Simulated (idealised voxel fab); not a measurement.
process module | voxel gate over fins
cross-section cut | 220 nm wide | cells 5 nm
A cross-section is a grid of square cells, given in bands from the top down. A band is one or more rows of cells.
Each band's line starts with the height of the band's top and of its bottom, in nm. Then come its materials from left to right, each with its width in nm. One material with "throughout" fills the band from edge to edge. "air" is empty space.
Height 0 is the level under which the wafer as received is all one material. The lowest band goes on downwards, as in "0 down".
A width such as "30 to 40" changes by the same amount from each row of cells to the next, from the band's top row to its bottom row.
"no change" after a step means that no cell of the cross-section changed.
closed voids: empty space of 8 cells or more with no open way to the top, each as width x height at its distance from the left edge, in nm
after a step's settings: what the simulator itself notes on the step
overlay nm, on a step with a mask: how far to the right of its planned place the mask lay; to the left if negative
plan
1 op RECEIVE | material Si
2 op CONFORMAL_DEP | material SiN | thk nm 10
3 op PATTERN | tone cover | mask id FINS | material resist | width nm 15 | pitch nm 50 | thk nm 15 | overlay nm 0
4 op DIRECTIONAL_ETCH | etch materials SiN | depth nm 10
5 op DIRECTIONAL_ETCH | etch materials Si | depth nm 35
6 op STRIP | etch materials resist
7 op OXIDIZE | depth nm 5
8 op FILL_DEP | material SiO2 | thk nm 10
9 op CMP | height nm 10
10 op PATTERN | tone open | mask id RAIL | material resist | width nm 15 | thk nm 20 | overlay nm 0
11 op DIRECTIONAL_ETCH | etch materials SiO2 | depth nm 40
12 op STRIP | etch materials resist
13 op CONFORMAL_DEP | material TiN | thk nm 5
14 op FILL_DEP | material W | thk nm 5
15 op CMP | height nm 10
16 op SELECTIVE_ETCH | etch materials W Ru TiN | depth nm 30
17 op FILL_DEP | material SiO2 | thk nm 5
18 op CMP | height nm 10
19 op SELECTIVE_ETCH | etch materials SiO2 | depth nm 25
20 op STRIP | etch materials SiN
21 op CONFORMAL_DEP | material HfO2 | thk nm 5
22 op CONFORMAL_DEP | material TiN | thk nm 5
23 op FILL_DEP | material W | thk nm 15
24 op CMP | height nm 20
25 op CONFORMAL_DEP | material SiCN | thk nm 10
first wafer, as planned
as received, after step 1
  0 down: Si throughout
  closed voids: none
after step 2
  10 to 0: SiN throughout
  below 0: unchanged
after step 3
  25 to 10: air 25 | resist 15 | air 35 | resist 15 | air 35 | resist 15 | air 35 | resist 15 | air 30
  below 10: unchanged
after step 4
  25 to 10: air 25 | resist 15 | air 35 | resist 15 | air 35 | resist 15 | air 35 | resist 15 | air 30
  10 to 0: air 25 | SiN 15 | air 35 | SiN 15 | air 35 | SiN 15 | air 35 | SiN 15 | air 30
  below 0: unchanged
after step 5
  25 to 10: air 25 | resist 15 | air 35 | resist 15 | air 35 | resist 15 | air 35 | resist 15 | air 30
  10 to 0: air 25 | SiN 15 | air 35 | SiN 15 | air 35 | SiN 15 | air 35 | SiN 15 | air 30
  0 to -35: air 25 | Si 15 | air 35 | Si 15 | air 35 | Si 15 | air 35 | Si 15 | air 30
  below -35: unchanged
after step 6
  10 to 0: air 25 | SiN 15 | air 35 | SiN 15 | air 35 | SiN 15 | air 35 | SiN 15 | air 30
  below 0: unchanged
after step 7
  10 to 0: air 25 | SiN 15 | air 35 | SiN 15 | air 35 | SiN 15 | air 35 | SiN 15 | air 30
  0 to -35: air 25 | SiO2 5 | Si 5 | SiO2 5 | air 35 | SiO2 5 | Si 5 | SiO2 5 | air 35 | SiO2 5 | Si 5 | SiO2 5 | air 35 | SiO2 5 | Si 5 | SiO2 5 | air 30
  -35 to -40: SiO2 30 | Si 5 | SiO2 45 | Si 5 | SiO2 45 | Si 5 | SiO2 45 | Si 5 | SiO2 35
  below -40: unchanged
after step 8
  20 to 10: SiO2 throughout
  10 to 0: SiO2 25 | SiN 15 | SiO2 35 | SiN 15 | SiO2 35 | SiN 15 | SiO2 35 | SiN 15 | SiO2 30
  0 to -40: SiO2 30 | Si 5 | SiO2 45 | Si 5 | SiO2 45 | Si 5 | SiO2 45 | Si 5 | SiO2 35
  below -40: unchanged
after step 9
  10 to 0: SiO2 25 | SiN 15 | SiO2 35 | SiN 15 | SiO2 35 | SiN 15 | SiO2 35 | SiN 15 | SiO2 30
  below 0: unchanged
after step 10
  30 to 10: resist 50 | air 15 | resist 155
  below 10: unchanged
after step 11
  30 to 10: resist 50 | air 15 | resist 155
  10 to 0: SiO2 25 | SiN 15 | SiO2 10 | air 15 | SiO2 10 | SiN 15 | SiO2 35 | SiN 15 | SiO2 35 | SiN 15 | SiO2 30
  0 to -30: SiO2 30 | Si 5 | SiO2 15 | air 15 | SiO2 15 | Si 5 | SiO2 45 | Si 5 | SiO2 45 | Si 5 | SiO2 35
  below -30: unchanged
after step 12
  10 to 0: SiO2 25 | SiN 15 | SiO2 10 | air 15 | SiO2 10 | SiN 15 | SiO2 35 | SiN 15 | SiO2 35 | SiN 15 | SiO2 30
  below 0: unchanged
after step 13
  15 to 10: TiN 55 | air 5 | TiN 160
  10 to 0: SiO2 25 | SiN 15 | SiO2 10 | TiN 5 | air 5 | TiN 5 | SiO2 10 | SiN 15 | SiO2 35 | SiN 15 | SiO2 35 | SiN 15 | SiO2 30
  0 to -25: SiO2 30 | Si 5 | SiO2 15 | TiN 5 | air 5 | TiN 5 | SiO2 15 | Si 5 | SiO2 45 | Si 5 | SiO2 45 | Si 5 | SiO2 35
  -25 to -30: SiO2 30 | Si 5 | SiO2 15 | TiN 15 | SiO2 15 | Si 5 | SiO2 45 | Si 5 | SiO2 45 | Si 5 | SiO2 35
  below -30: unchanged
after step 14
  20 to 15: W throughout
  15 to 10: TiN 55 | W 5 | TiN 160
  10 to 0: SiO2 25 | SiN 15 | SiO2 10 | TiN 5 | W 5 | TiN 5 | SiO2 10 | SiN 15 | SiO2 35 | SiN 15 | SiO2 35 | SiN 15 | SiO2 30
  0 to -25: SiO2 30 | Si 5 | SiO2 15 | TiN 5 | W 5 | TiN 5 | SiO2 15 | Si 5 | SiO2 45 | Si 5 | SiO2 45 | Si 5 | SiO2 35
  below -25: unchanged
after step 15
  10 to 0: SiO2 25 | SiN 15 | SiO2 10 | TiN 5 | W 5 | TiN 5 | SiO2 10 | SiN 15 | SiO2 35 | SiN 15 | SiO2 35 | SiN 15 | SiO2 30
  below 0: unchanged
after step 16
  10 to 0: SiO2 25 | SiN 15 | SiO2 10 | air 15 | SiO2 10 | SiN 15 | SiO2 35 | SiN 15 | SiO2 35 | SiN 15 | SiO2 30
  0 to -20: SiO2 30 | Si 5 | SiO2 15 | air 15 | SiO2 15 | Si 5 | SiO2 45 | Si 5 | SiO2 45 | Si 5 | SiO2 35
  below -20: unchanged
after step 17
  15 to 10: SiO2 throughout
  10 to 0: SiO2 25 | SiN 15 | SiO2 35 | SiN 15 | SiO2 35 | SiN 15 | SiO2 35 | SiN 15 | SiO2 30
  0 to -20: SiO2 30 | Si 5 | SiO2 45 | Si 5 | SiO2 45 | Si 5 | SiO2 45 | Si 5 | SiO2 35
  below -20: unchanged
after step 18
  10 to 0: SiO2 25 | SiN 15 | SiO2 35 | SiN 15 | SiO2 35 | SiN 15 | SiO2 35 | SiN 15 | SiO2 30
  below 0: unchanged
after step 19
  10 to 0: air 25 | SiN 15 | air 35 | SiN 15 | air 35 | SiN 15 | air 35 | SiN 15 | air 30
  0 to -15: air 30 | Si 5 | air 45 | Si 5 | air 45 | Si 5 | air 45 | Si 5 | air 35
  below -15: unchanged
after step 20
  0 to -15: air 30 | Si 5 | air 45 | Si 5 | air 45 | Si 5 | air 45 | Si 5 | air 35
  below -15: unchanged
after step 21
  5 to 0: air 25 | HfO2 15 | air 35 | HfO2 15 | air 35 | HfO2 15 | air 35 | HfO2 15 | air 30
  0 to -10: air 25 | HfO2 5 | Si 5 | HfO2 5 | air 35 | HfO2 5 | Si 5 | HfO2 5 | air 35 | HfO2 5 | Si 5 | HfO2 5 | air 35 | HfO2 5 | Si 5 | HfO2 5 | air 30
  -10 to -15: HfO2 30 | Si 5 | HfO2 45 | Si 5 | HfO2 45 | Si 5 | HfO2 45 | Si 5 | HfO2 35
  below -15: unchanged
after step 22
  10 to 5: air 20 | TiN 25 | air 25 | TiN 25 | air 25 | TiN 25 | air 25 | TiN 25 | air 25
  5 to 0: air 20 | TiN 5 | HfO2 15 | TiN 5 | air 25 | TiN 5 | HfO2 15 | TiN 5 | air 25 | TiN 5 | HfO2 15 | TiN 5 | air 25 | TiN 5 | HfO2 15 | TiN 5 | air 25
  0 to -5: air 20 | TiN 5 | HfO2 5 | Si 5 | HfO2 5 | TiN 5 | air 25 | TiN 5 | HfO2 5 | Si 5 | HfO2 5 | TiN 5 | air 25 | TiN 5 | HfO2 5 | Si 5 | HfO2 5 | TiN 5 | air 25 | TiN 5 | HfO2 5 | Si 5 | HfO2 5 | TiN 5 | air 25
  -5 to -10: TiN 25 | HfO2 5 | Si 5 | HfO2 5 | TiN 35 | HfO2 5 | Si 5 | HfO2 5 | TiN 35 | HfO2 5 | Si 5 | HfO2 5 | TiN 35 | HfO2 5 | Si 5 | HfO2 5 | TiN 30
  below -10: unchanged
after step 23
  25 to 10: W throughout
  10 to 5: W 20 | TiN 25 | W 25 | TiN 25 | W 25 | TiN 25 | W 25 | TiN 25 | W 25
  5 to 0: W 20 | TiN 5 | HfO2 15 | TiN 5 | W 25 | TiN 5 | HfO2 15 | TiN 5 | W 25 | TiN 5 | HfO2 15 | TiN 5 | W 25 | TiN 5 | HfO2 15 | TiN 5 | W 25
  0 to -5: W 20 | TiN 5 | HfO2 5 | Si 5 | HfO2 5 | TiN 5 | W 25 | TiN 5 | HfO2 5 | Si 5 | HfO2 5 | TiN 5 | W 25 | TiN 5 | HfO2 5 | Si 5 | HfO2 5 | TiN 5 | W 25 | TiN 5 | HfO2 5 | Si 5 | HfO2 5 | TiN 5 | W 25
  below -5: unchanged
after step 24
  20 to 10: W throughout
  below 10: unchanged
after step 25
  30 to 20: SiCN throughout
  below 20: unchanged
second wafer: like start, like plan, one mistake. Through step 2 it matches the first wafer
when step 3 should have ended
  25 to 10: air 20 | resist 25 | air 25 | resist 25 | air 25 | resist 25 | air 25 | resist 25 | air 25
  below 10: unchanged
when step 4 should have ended
  25 to 10: air 20 | resist 25 | air 25 | resist 25 | air 25 | resist 25 | air 25 | resist 25 | air 25
  10 to 0: air 20 | SiN 25 | air 25 | SiN 25 | air 25 | SiN 25 | air 25 | SiN 25 | air 25
  below 0: unchanged
when step 5 should have ended
  25 to 10: air 20 | resist 25 | air 25 | resist 25 | air 25 | resist 25 | air 25 | resist 25 | air 25
  10 to 0: air 20 | SiN 25 | air 25 | SiN 25 | air 25 | SiN 25 | air 25 | SiN 25 | air 25
  0 to -35: air 20 | Si 25 | air 25 | Si 25 | air 25 | Si 25 | air 25 | Si 25 | air 25
  below -35: unchanged
when step 6 should have ended
  10 to 0: air 20 | SiN 25 | air 25 | SiN 25 | air 25 | SiN 25 | air 25 | SiN 25 | air 25
  below 0: unchanged
when step 7 should have ended
  10 to 0: air 20 | SiN 25 | air 25 | SiN 25 | air 25 | SiN 25 | air 25 | SiN 25 | air 25
  0 to -35: air 20 | SiO2 5 | Si 15 | SiO2 5 | air 25 | SiO2 5 | Si 15 | SiO2 5 | air 25 | SiO2 5 | Si 15 | SiO2 5 | air 25 | SiO2 5 | Si 15 | SiO2 5 | air 25
  -35 to -40: SiO2 25 | Si 15 | SiO2 35 | Si 15 | SiO2 35 | Si 15 | SiO2 35 | Si 15 | SiO2 30
  below -40: unchanged
when step 8 should have ended
  20 to 10: SiO2 throughout
  10 to 0: SiO2 20 | SiN 25 | SiO2 25 | SiN 25 | SiO2 25 | SiN 25 | SiO2 25 | SiN 25 | SiO2 25
  0 to -40: SiO2 25 | Si 15 | SiO2 35 | Si 15 | SiO2 35 | Si 15 | SiO2 35 | Si 15 | SiO2 30
  below -40: unchanged
when step 9 should have ended
  10 to 0: SiO2 20 | SiN 25 | SiO2 25 | SiN 25 | SiO2 25 | SiN 25 | SiO2 25 | SiN 25 | SiO2 25
  below 0: unchanged
when step 10 should have ended
  30 to 10: resist 50 | air 15 | resist 155
  below 10: unchanged
when step 11 should have ended
  30 to 10: resist 50 | air 15 | resist 155
  10 to 0: SiO2 20 | SiN 25 | SiO2 5 | air 15 | SiO2 5 | SiN 25 | SiO2 25 | SiN 25 | SiO2 25 | SiN 25 | SiO2 25
  0 to -30: SiO2 25 | Si 15 | SiO2 10 | air 15 | SiO2 10 | Si 15 | SiO2 35 | Si 15 | SiO2 35 | Si 15 | SiO2 30
  below -30: unchanged
when step 12 should have ended
  10 to 0: SiO2 20 | SiN 25 | SiO2 5 | air 15 | SiO2 5 | SiN 25 | SiO2 25 | SiN 25 | SiO2 25 | SiN 25 | SiO2 25
  below 0: unchanged
when step 13 should have ended
  15 to 10: TiN 55 | air 5 | TiN 160
  10 to 0: SiO2 20 | SiN 25 | SiO2 5 | TiN 5 | air 5 | TiN 5 | SiO2 5 | SiN 25 | SiO2 25 | SiN 25 | SiO2 25 | SiN 25 | SiO2 25
  0 to -25: SiO2 25 | Si 15 | SiO2 10 | TiN 5 | air 5 | TiN 5 | SiO2 10 | Si 15 | SiO2 35 | Si 15 | SiO2 35 | Si 15 | SiO2 30
  -25 to -30: SiO2 25 | Si 15 | SiO2 10 | TiN 15 | SiO2 10 | Si 15 | SiO2 35 | Si 15 | SiO2 35 | Si 15 | SiO2 30
  below -30: unchanged
when step 14 should have ended
  20 to 15: W throughout
  15 to 10: TiN 55 | W 5 | TiN 160
  10 to 0: SiO2 20 | SiN 25 | SiO2 5 | TiN 5 | W 5 | TiN 5 | SiO2 5 | SiN 25 | SiO2 25 | SiN 25 | SiO2 25 | SiN 25 | SiO2 25
  0 to -25: SiO2 25 | Si 15 | SiO2 10 | TiN 5 | W 5 | TiN 5 | SiO2 10 | Si 15 | SiO2 35 | Si 15 | SiO2 35 | Si 15 | SiO2 30
  below -25: unchanged
when step 15 should have ended
  10 to 0: SiO2 20 | SiN 25 | SiO2 5 | TiN 5 | W 5 | TiN 5 | SiO2 5 | SiN 25 | SiO2 25 | SiN 25 | SiO2 25 | SiN 25 | SiO2 25
  below 0: unchanged
when step 16 should have ended
  10 to 0: SiO2 20 | SiN 25 | SiO2 5 | air 15 | SiO2 5 | SiN 25 | SiO2 25 | SiN 25 | SiO2 25 | SiN 25 | SiO2 25
  0 to -20: SiO2 25 | Si 15 | SiO2 10 | air 15 | SiO2 10 | Si 15 | SiO2 35 | Si 15 | SiO2 35 | Si 15 | SiO2 30
  below -20: unchanged
when step 17 should have ended
  15 to 10: SiO2 throughout
  10 to 0: SiO2 20 | SiN 25 | SiO2 25 | SiN 25 | SiO2 25 | SiN 25 | SiO2 25 | SiN 25 | SiO2 25
  0 to -20: SiO2 25 | Si 15 | SiO2 35 | Si 15 | SiO2 35 | Si 15 | SiO2 35 | Si 15 | SiO2 30
  below -20: unchanged
when step 18 should have ended
  10 to 0: SiO2 20 | SiN 25 | SiO2 25 | SiN 25 | SiO2 25 | SiN 25 | SiO2 25 | SiN 25 | SiO2 25
  below 0: unchanged
when step 19 should have ended
  10 to 0: air 20 | SiN 25 | air 25 | SiN 25 | air 25 | SiN 25 | air 25 | SiN 25 | air 25
  0 to -15: air 25 | Si 15 | air 35 | Si 15 | air 35 | Si 15 | air 35 | Si 15 | air 30
  below -15: unchanged
when step 20 should have ended
  0 to -15: air 25 | Si 15 | air 35 | Si 15 | air 35 | Si 15 | air 35 | Si 15 | air 30
  below -15: unchanged
when step 21 should have ended
  5 to 0: air 20 | HfO2 25 | air 25 | HfO2 25 | air 25 | HfO2 25 | air 25 | HfO2 25 | air 25
  0 to -10: air 20 | HfO2 5 | Si 15 | HfO2 5 | air 25 | HfO2 5 | Si 15 | HfO2 5 | air 25 | HfO2 5 | Si 15 | HfO2 5 | air 25 | HfO2 5 | Si 15 | HfO2 5 | air 25
  -10 to -15: HfO2 25 | Si 15 | HfO2 35 | Si 15 | HfO2 35 | Si 15 | HfO2 35 | Si 15 | HfO2 30
  below -15: unchanged
when step 22 should have ended
  10 to 5: air 15 | TiN 35 | air 15 | TiN 35 | air 15 | TiN 35 | air 15 | TiN 35 | air 20
  5 to 0: air 15 | TiN 5 | HfO2 25 | TiN 5 | air 15 | TiN 5 | HfO2 25 | TiN 5 | air 15 | TiN 5 | HfO2 25 | TiN 5 | air 15 | TiN 5 | HfO2 25 | TiN 5 | air 20
  0 to -5: air 15 | TiN 5 | HfO2 5 | Si 15 | HfO2 5 | TiN 5 | air 15 | TiN 5 | HfO2 5 | Si 15 | HfO2 5 | TiN 5 | air 15 | TiN 5 | HfO2 5 | Si 15 | HfO2 5 | TiN 5 | air 15 | TiN 5 | HfO2 5 | Si 15 | HfO2 5 | TiN 5 | air 20
  -5 to -10: TiN 20 | HfO2 5 | Si 15 | HfO2 5 | TiN 25 | HfO2 5 | Si 15 | HfO2 5 | TiN 25 | HfO2 5 | Si 15 | HfO2 5 | TiN 25 | HfO2 5 | Si 15 | HfO2 5 | TiN 25
  below -10: unchanged
when step 23 should have ended
  25 to 10: W throughout
  10 to 5: W 15 | TiN 35 | W 15 | TiN 35 | W 15 | TiN 35 | W 15 | TiN 35 | W 20
  5 to 0: W 15 | TiN 5 | HfO2 25 | TiN 5 | W 15 | TiN 5 | HfO2 25 | TiN 5 | W 15 | TiN 5 | HfO2 25 | TiN 5 | W 15 | TiN 5 | HfO2 25 | TiN 5 | W 20
  0 to -5: W 15 | TiN 5 | HfO2 5 | Si 15 | HfO2 5 | TiN 5 | W 15 | TiN 5 | HfO2 5 | Si 15 | HfO2 5 | TiN 5 | W 15 | TiN 5 | HfO2 5 | Si 15 | HfO2 5 | TiN 5 | W 15 | TiN 5 | HfO2 5 | Si 15 | HfO2 5 | TiN 5 | W 20
  below -5: unchanged
when step 24 should have ended
  20 to 10: W throughout
  below 10: unchanged
when step 25 should have ended
  30 to 20: SiCN throughout
  below 20: unchanged
what went wrong: step 3 ran as: op PATTERN | tone cover | mask id FINS | material resist | width nm 25 | pitch nm 50 | thk nm 15 | overlay nm 0
at the end the second wafer has, in cells: 64 more of Si | 40 fewer of SiO2 | 24 fewer of W
